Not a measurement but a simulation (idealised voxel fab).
The process module that follows is named voxel self aligned contacts.
FYI the section here is cut, 265 nm wide, cells are 5 nm squares.
The cross-sections in this document take the form of a grid made of square cells. They are written out as bands, in order from top to bottom. Each band consists of one or more rows of cells.
The band entry comprises the height of the band's top followed by the height of its bottom, expressed in nm, and subsequently the band's materials from left to right, each stated together with its width in nm. Where a single material is marked with the word "full width", that material fills the band from edge to edge. The word "empty" represents empty space.
Measure heights from 0. That's the level where, below it, the as-received wafer is all one material. The lowest band is bottomless and extends downward; write it as in "0 nm and below".
Graded width ("30 to 40"): value in top row of band = first number; value in bottom row = second number; row-to-row change constant.
Reading "no alterations made" for a step: not a cell of the cross-section changed in it.
"Cavities, sealed" means: voids of 8 cells or more that are shut off from the top with no open way through. Written width x height at distance, distance from the left edge, in nm.
On a step's line, text after the settings is the simulator commenting on that step.
overlay nm: step with mask; distance mask lay right of planned place; negative value = left of planned place.
## Process steps (planned)
1. RECEIVE with material Si
2. CONFORMAL_DEP with material SiO2, thk nm 5
3. DIRECTIONAL_DEP with material polySi, thk nm 25
4. DIRECTIONAL_DEP with material SiN, thk nm 20
5. DIRECTIONAL_DEP with material aC, thk nm 10
6. PATTERN with tone cover, mask id GATE, material resist, width nm 25, pitch nm 70, thk nm 30, overlay nm 0
7. DIRECTIONAL_ETCH with etch materials aC, depth nm 10
8. STRIP with etch materials resist
9. DIRECTIONAL_ETCH with etch materials SiN, depth nm 20
10. DIRECTIONAL_ETCH with etch materials polySi, depth nm 25
11. STRIP with etch materials aC
12. CONFORMAL_DEP with material SiN, thk nm 10
13. DIRECTIONAL_ETCH with etch materials SiN, depth nm 10
14. FILL_DEP with material SiO2, thk nm 15
15. CMP with height nm 55
16. DIRECTIONAL_DEP with material aC, thk nm 15
17. PATTERN with tone open, mask id CONTACT, material resist, width nm 55, thk nm 35, overlay nm 0
18. DIRECTIONAL_ETCH with etch materials aC, depth nm 15
19. STRIP with etch materials resist
20. DIRECTIONAL_ETCH with etch materials SiO2, depth nm 55
21. STRIP with etch materials aC
22. CONFORMAL_DEP with material TiN, thk nm 5
23. FILL_DEP with material Ru, thk nm 10
24. CMP with height nm 55
25. CONFORMAL_DEP with material SiN, thk nm 5
## First wafer out of two, processed as planned
## Here's what the wafer looked like in cross-section when it arrived - that's after step 1
- 0 nm and below = Si full width
- Cavities, sealed: none
## Wafer section view after processing step 2
- 5 nm to 0 nm = SiO2 full width
- Unchanged below 0.
## Wafer section view after processing step 3
- 30 nm to 5 nm = polySi full width
- Unchanged below 5.
## Wafer section view after processing step 4
- 50 nm to 30 nm = SiN full width
- Unchanged below 30.
## Wafer section view after processing step 5
- 60 nm to 50 nm = aC full width
- Unchanged below 50.
## Wafer section view after processing step 6
- 90 nm to 60 nm = empty: 85, resist: 25, empty: 45, resist: 25, empty: 85
- Unchanged below 60.
## Wafer section view after processing step 7
- 80 nm to 60 nm = empty: 85, resist: 25, empty: 45, resist: 25, empty: 85
- 60 nm to 50 nm = empty: 85, aC: 25, empty: 45, aC: 25, empty: 85
- Unchanged below 50.
## Wafer section view after processing step 8
- 60 nm to 50 nm = empty: 85, aC: 25, empty: 45, aC: 25, empty: 85
- Unchanged below 50.
## Wafer section view after processing step 9
- 60 nm to 50 nm = empty: 85, aC: 25, empty: 45, aC: 25, empty: 85
- 50 nm to 30 nm = empty: 85, SiN: 25, empty: 45, SiN: 25, empty: 85
- Unchanged below 30.
## Wafer section view after processing step 10
- 60 nm to 50 nm = empty: 85, aC: 25, empty: 45, aC: 25, empty: 85
- 50 nm to 30 nm = empty: 85, SiN: 25, empty: 45, SiN: 25, empty: 85
- 30 nm to 5 nm = empty: 85, polySi: 25, empty: 45, polySi: 25, empty: 85
- Unchanged below 5.
## Wafer section view after processing step 11
- 50 nm to 30 nm = empty: 85, SiN: 25, empty: 45, SiN: 25, empty: 85
- Unchanged below 30.
## Wafer section view after processing step 12
- 60 nm to 30 nm = empty: 75, SiN: 45, empty: 25, SiN: 45, empty: 75
- 30 nm to 15 nm = empty: 75, SiN: 10, polySi: 25, SiN: 10, empty: 25, SiN: 10, polySi: 25, SiN: 10, empty: 75
- 15 nm to 5 nm = SiN: 85, polySi: 25, SiN: 45, polySi: 25, SiN: 85
- Unchanged below 5.
## Wafer section view after processing step 13
- 50 nm to 30 nm = empty: 75, SiN: 45, empty: 25, SiN: 45, empty: 75
- 30 nm to 5 nm = empty: 75, SiN: 10, polySi: 25, SiN: 10, empty: 25, SiN: 10, polySi: 25, SiN: 10, empty: 75
- Unchanged below 5.
## Wafer section view after processing step 14
- 65 nm to 50 nm = SiO2 full width
- 50 nm to 30 nm = SiO2: 75, SiN: 45, SiO2: 25, SiN: 45, SiO2: 75
- 30 nm to 5 nm = SiO2: 75, SiN: 10, polySi: 25, SiN: 10, SiO2: 25, SiN: 10, polySi: 25, SiN: 10, SiO2: 75
- Unchanged below 5.
## Wafer section view after processing step 15
- 55 nm to 50 nm = SiO2 full width
- Unchanged below 50.
## Wafer section view after processing step 16
- 70 nm to 55 nm = aC full width
- Unchanged below 55.
## Wafer section view after processing step 17
- 105 nm to 70 nm = resist: 105, empty: 55, resist: 105
- Unchanged below 70.
## Wafer section view after processing step 18
- 90 nm to 70 nm = resist: 105, empty: 55, resist: 105
- 70 nm to 55 nm = aC: 105, empty: 55, aC: 105
- Unchanged below 55.
## Wafer section view after processing step 19
- 70 nm to 55 nm = aC: 105, empty: 55, aC: 105
- Unchanged below 55.
## Wafer section view after processing step 20
- 70 nm to 55 nm = aC: 105, empty: 55, aC: 105
- 55 nm to 50 nm = SiO2: 105, empty: 55, SiO2: 105
- 50 nm to 30 nm = SiO2: 75, SiN: 45, empty: 25, SiN: 45, SiO2: 75
- 30 nm to 5 nm = SiO2: 75, SiN: 10, polySi: 25, SiN: 10, empty: 25, SiN: 10, polySi: 25, SiN: 10, SiO2: 75
- 5 nm to 0 nm = SiO2: 120, empty: 25, SiO2: 120
- Unchanged below 0.
## Wafer section view after processing step 21
- 55 nm to 50 nm = SiO2: 105, empty: 55, SiO2: 105
- Unchanged below 50.
## Wafer section view after processing step 22
- 60 nm to 55 nm = TiN: 110, empty: 45, TiN: 110
- 55 nm to 50 nm = SiO2: 105, TiN: 20, empty: 15, TiN: 20, SiO2: 105
- 50 nm to 30 nm = SiO2: 75, SiN: 45, TiN: 5, empty: 15, TiN: 5, SiN: 45, SiO2: 75
- 30 nm to 5 nm = SiO2: 75, SiN: 10, polySi: 25, SiN: 10, TiN: 5, empty: 15, TiN: 5, SiN: 10, polySi: 25, SiN: 10, SiO2: 75
- 5 nm to 0 nm = SiO2: 120, TiN: 25, SiO2: 120
- Unchanged below 0.
## Wafer section view after processing step 23
- 70 nm to 60 nm = Ru full width
- 60 nm to 55 nm = TiN: 110, Ru: 45, TiN: 110
- 55 nm to 50 nm = SiO2: 105, TiN: 20, Ru: 15, TiN: 20, SiO2: 105
- 50 nm to 30 nm = SiO2: 75, SiN: 45, TiN: 5, Ru: 15, TiN: 5, SiN: 45, SiO2: 75
- 30 nm to 5 nm = SiO2: 75, SiN: 10, polySi: 25, SiN: 10, TiN: 5, Ru: 15, TiN: 5, SiN: 10, polySi: 25, SiN: 10, SiO2: 75
- Unchanged below 5.
## Wafer section view after processing step 24
- 55 nm to 50 nm = SiO2: 105, TiN: 20, Ru: 15, TiN: 20, SiO2: 105
- Unchanged below 50.
## Wafer section view after processing step 25
- 60 nm to 55 nm = SiN full width
- Unchanged below 55.
## It is to be noted that the second wafer proceeded from the same initial state and according to the same plan as the first, although one mistake was committed in its execution; through step 1, inclusive, the two wafers share an identical history
## Second wafer: cross-section at the scheduled end of step 2
- 5 nm to 0 nm = TiN full width
- Unchanged below 0.
## Second wafer: cross-section at the scheduled end of step 3
- 30 nm to 5 nm = polySi full width
- Unchanged below 5.
## Second wafer: cross-section at the scheduled end of step 4
- 50 nm to 30 nm = SiN full width
- Unchanged below 30.
## Second wafer: cross-section at the scheduled end of step 5
- 60 nm to 50 nm = aC full width
- Unchanged below 50.
## Second wafer: cross-section at the scheduled end of step 6
- 90 nm to 60 nm = empty: 85, resist: 25, empty: 45, resist: 25, empty: 85
- Unchanged below 60.
## Second wafer: cross-section at the scheduled end of step 7
- 80 nm to 60 nm = empty: 85, resist: 25, empty: 45, resist: 25, empty: 85
- 60 nm to 50 nm = empty: 85, aC: 25, empty: 45, aC: 25, empty: 85
- Unchanged below 50.
## Second wafer: cross-section at the scheduled end of step 8
- 60 nm to 50 nm = empty: 85, aC: 25, empty: 45, aC: 25, empty: 85
- Unchanged below 50.
## Second wafer: cross-section at the scheduled end of step 9
- 60 nm to 50 nm = empty: 85, aC: 25, empty: 45, aC: 25, empty: 85
- 50 nm to 30 nm = empty: 85, SiN: 25, empty: 45, SiN: 25, empty: 85
- Unchanged below 30.
## Second wafer: cross-section at the scheduled end of step 10
- 60 nm to 50 nm = empty: 85, aC: 25, empty: 45, aC: 25, empty: 85
- 50 nm to 30 nm = empty: 85, SiN: 25, empty: 45, SiN: 25, empty: 85
- 30 nm to 5 nm = empty: 85, polySi: 25, empty: 45, polySi: 25, empty: 85
- Unchanged below 5.
## Second wafer: cross-section at the scheduled end of step 11
- 50 nm to 30 nm = empty: 85, SiN: 25, empty: 45, SiN: 25, empty: 85
- Unchanged below 30.
## Second wafer: cross-section at the scheduled end of step 12
- 60 nm to 30 nm = empty: 75, SiN: 45, empty: 25, SiN: 45, empty: 75
- 30 nm to 15 nm = empty: 75, SiN: 10, polySi: 25, SiN: 10, empty: 25, SiN: 10, polySi: 25, SiN: 10, empty: 75
- 15 nm to 5 nm = SiN: 85, polySi: 25, SiN: 45, polySi: 25, SiN: 85
- Unchanged below 5.
## Second wafer: cross-section at the scheduled end of step 13
- 50 nm to 30 nm = empty: 75, SiN: 45, empty: 25, SiN: 45, empty: 75
- 30 nm to 5 nm = empty: 75, SiN: 10, polySi: 25, SiN: 10, empty: 25, SiN: 10, polySi: 25, SiN: 10, empty: 75
- Unchanged below 5.
## Second wafer: cross-section at the scheduled end of step 14
- 65 nm to 50 nm = SiO2 full width
- 50 nm to 30 nm = SiO2: 75, SiN: 45, SiO2: 25, SiN: 45, SiO2: 75
- 30 nm to 5 nm = SiO2: 75, SiN: 10, polySi: 25, SiN: 10, SiO2: 25, SiN: 10, polySi: 25, SiN: 10, SiO2: 75
- Unchanged below 5.
## Second wafer: cross-section at the scheduled end of step 15
- 55 nm to 50 nm = SiO2 full width
- Unchanged below 50.
## Second wafer: cross-section at the scheduled end of step 16
- 70 nm to 55 nm = aC full width
- Unchanged below 55.
## Second wafer: cross-section at the scheduled end of step 17
- 105 nm to 70 nm = resist: 105, empty: 55, resist: 105
- Unchanged below 70.
## Second wafer: cross-section at the scheduled end of step 18
- 90 nm to 70 nm = resist: 105, empty: 55, resist: 105
- 70 nm to 55 nm = aC: 105, empty: 55, aC: 105
- Unchanged below 55.
## Second wafer: cross-section at the scheduled end of step 19
- 70 nm to 55 nm = aC: 105, empty: 55, aC: 105
- Unchanged below 55.
## Second wafer: cross-section at the scheduled end of step 20
- 70 nm to 55 nm = aC: 105, empty: 55, aC: 105
- 55 nm to 50 nm = SiO2: 105, empty: 55, SiO2: 105
- 50 nm to 30 nm = SiO2: 75, SiN: 45, empty: 25, SiN: 45, SiO2: 75
- 30 nm to 5 nm = SiO2: 75, SiN: 10, polySi: 25, SiN: 10, empty: 25, SiN: 10, polySi: 25, SiN: 10, SiO2: 75
- Unchanged below 5.
## Second wafer: cross-section at the scheduled end of step 21
- 55 nm to 50 nm = SiO2: 105, empty: 55, SiO2: 105
- Unchanged below 50.
## Second wafer: cross-section at the scheduled end of step 22
- 60 nm to 55 nm = TiN: 110, empty: 45, TiN: 110
- 55 nm to 50 nm = SiO2: 105, TiN: 20, empty: 15, TiN: 20, SiO2: 105
- 50 nm to 30 nm = SiO2: 75, SiN: 45, TiN: 5, empty: 15, TiN: 5, SiN: 45, SiO2: 75
- 30 nm to 10 nm = SiO2: 75, SiN: 10, polySi: 25, SiN: 10, TiN: 5, empty: 15, TiN: 5, SiN: 10, polySi: 25, SiN: 10, SiO2: 75
- 10 nm to 5 nm = SiO2: 75, SiN: 10, polySi: 25, SiN: 10, TiN: 25, SiN: 10, polySi: 25, SiN: 10, SiO2: 75
- Unchanged below 5.
## Second wafer: cross-section at the scheduled end of step 23
- 70 nm to 60 nm = Ru full width
- 60 nm to 55 nm = TiN: 110, Ru: 45, TiN: 110
- 55 nm to 50 nm = SiO2: 105, TiN: 20, Ru: 15, TiN: 20, SiO2: 105
- 50 nm to 30 nm = SiO2: 75, SiN: 45, TiN: 5, Ru: 15, TiN: 5, SiN: 45, SiO2: 75
- 30 nm to 10 nm = SiO2: 75, SiN: 10, polySi: 25, SiN: 10, TiN: 5, Ru: 15, TiN: 5, SiN: 10, polySi: 25, SiN: 10, SiO2: 75
- Unchanged below 10.
## Second wafer: cross-section at the scheduled end of step 24
- 55 nm to 50 nm = SiO2: 105, TiN: 20, Ru: 15, TiN: 20, SiO2: 105
- Unchanged below 50.
## Second wafer: cross-section at the scheduled end of step 25
- 60 nm to 55 nm = SiN full width
- Unchanged below 55.
So what did we get wrong on this run? planned and actual differ for step 2; actual: CONFORMAL_DEP with material TiN, thk nm 5
The second wafer ends with more or fewer cells of some materials than the first, per final count: -3 Ru; -48 SiO2; +51 TiN
